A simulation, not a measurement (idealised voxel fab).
Title: Process Module voxel ribs on slabs
Cross-sectional view cut (width: 290 nm; square cell size: 5 nm).
A cross-section is a grid of square cells, given in bands from the top down. A band is one or more rows of cells.
Look at the band entry: it leads with the top's height and the bottom's height in nm. Then it lists the materials left to right, with a width in nm for each. The word "all across" on a single material says that material fills the band edge to edge. The word "empty" is empty space.
Height is counted from the level 0, under which the received wafer is composed throughout of one material. The lowest of the bands is not closed at the bottom but continues downward, in the notation "0 and below".
Width "30..40": first value at the band's top row of cells, second value at its bottom row, equal change from row to row.
"remains unaltered" (step): cross-section cells unchanged, all of them.
Listed in "Closed void catalog": every empty space of 8 or more cells without an open way to the top. Form: width x height at distance, the distance being from the left edge, all in nm.
Heads up: the bit after the settings on a step's line is the simulator's remark on that step.
overlay nm: how far to the right of its planned place the mask lay on this masked step (negative: to the left).
## Planned step list for the process
1) op RECEIVE | material Si
2) op DIRECTIONAL_DEP | material SiO2 | thk nm 25
3) op DIRECTIONAL_DEP | material polySi | thk nm 25
4) op PATTERN | tone cover | mask id RIB | material resist | width nm 30 | thk nm 20 | overlay nm 0
5) op DIRECTIONAL_ETCH | etch materials polySi | depth nm 10
6) op STRIP | etch materials resist
7) op MASKED_ETCH | tone cover | mask id SLAB | width nm 90 | etch materials polySi | depth nm 15 | overlay nm 0
8) op FILL_DEP | material SiO2 | thk nm 25
9) op CMP | height nm 70
10) op DIRECTIONAL_DEP | material TiN | thk nm 5
11) op MASKED_ETCH | tone cover | mask id HEATER | width nm 40 | etch materials TiN | depth nm 5 | overlay nm 0
12) op CONFORMAL_DEP | material SiO2 | thk nm 5
## The cross-section here shows the wafer as received, i.e. in its state after step 1
  0 and below: Si all across
  Closed void catalog: none
## Here's the cross-section of the first of our two wafers at the end of the module - it ran as planned
  80 down to 75: empty: 120, then SiO2: 50, then empty: 120
  75 down to 70: SiO2: 125, then TiN: 40, then SiO2: 125
  70 down to 50: SiO2 all across
  50 down to 40: SiO2: 130, then polySi: 30, then SiO2: 130
  40 down to 25: SiO2: 100, then polySi: 90, then SiO2: 100
  25 down to 0: SiO2 all across
  0 and below: Si all across
  Closed void catalog: none
## Here is the second of the two wafers cut open at the end of the module - same start, same plan as the first one, but we made one mistake running it
  80 down to 75: empty: 120, then SiO2: 50, then empty: 120
  75 down to 70: SiO2: 125, then TiN: 40, then SiO2: 125
  70 down to 50: SiO2 all across
  50 down to 40: SiO2: 120, then polySi: 30, then SiO2: 140
  40 down to 25: SiO2: 100, then polySi: 90, then SiO2: 100
  25 down to 0: SiO2 all across
  0 and below: Si all across
  Closed void catalog: none
Against the plan, the run slipped here: it should be noted that step 4 was executed with settings other than those planned, the operation and settings actually applied being op PATTERN | tone cover | mask id RIB | material resist | width nm 30 | thk nm 20 | overlay nm -10
Same inventory, different map: at the end, the second wafer holds as many cells of each material as the first, placed elsewhere.
